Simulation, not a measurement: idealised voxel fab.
process module | voxel air gaps
cross-section cut | 225 nm wide | cells 5 nm
A cross-section is a grid of square cells, given in bands from the top down. A band is one or more rows of cells.
Each band's line starts with the height of the band's top and of its bottom, in nm. Then come its materials from left to right, each with its width in nm. One material with "throughout" fills the band from edge to edge. "air" is empty space.
Height 0 is the level under which the wafer as received is all one material. The lowest band goes on downwards, as in "0 down".
A width such as "30 to 40" changes by the same amount from each row of cells to the next, from the band's top row to its bottom row.
"no change" after a step means that no cell of the cross-section changed.
closed voids: empty space of 8 cells or more with no open way to the top, each as width x height at its distance from the left edge, in nm
after a step's settings: what the simulator itself notes on the step
overlay nm, on a step with a mask: how far to the right of its planned place the mask lay; to the left if negative
plan
1 op RECEIVE | material Si
2 op CONFORMAL_DEP | material SiO2 | thk nm 10
3 op CONFORMAL_DEP | material SiCN | thk nm 5
4 op DIRECTIONAL_DEP | material SiO2 | thk nm 40
5 op PATTERN | tone open | mask id LINES | material resist | width nm 20 | pitch nm 45 | thk nm 15 | overlay nm 0
6 op DIRECTIONAL_ETCH | etch materials SiO2 | depth nm 40
7 op STRIP | etch materials resist
8 op CONFORMAL_DEP | material TiN | thk nm 5
9 op FILL_DEP | material W | thk nm 10
10 op CMP | height nm 55
11 op EPI | material Ru | thk nm 10
12 op SELECTIVE_ETCH | etch materials SiO2 | depth nm 50
13 op CONFORMAL_DEP | material SiCN | thk nm 5
as received, after step 1
  0 down: Si throughout
  closed voids: none
a wafer at the end: this start, this plan, one mistake
  70 to 65: SiCN throughout
  65 to 55: Ru throughout
  55 to 50: W throughout
  50 to 45: TiN 60 | W 10 | TiN 35 | W 10 | TiN 35 | W 10 | TiN 65
  45 to 20: SiO2 55 | TiN 5 | W 10 | TiN 5 | SiO2 25 | TiN 5 | W 10 | TiN 5 | SiO2 25 | TiN 5 | W 10 | TiN 5 | SiO2 60
  20 to 15: SiO2 55 | TiN 20 | SiO2 25 | TiN 20 | SiO2 25 | TiN 20 | SiO2 60
  15 to 10: SiCN throughout
  10 to 0: SiO2 throughout
  0 down: Si throughout
  closed voids: none
what went wrong: step 4 ran as: op DIRECTIONAL_DEP | material SiO2 | thk nm 30
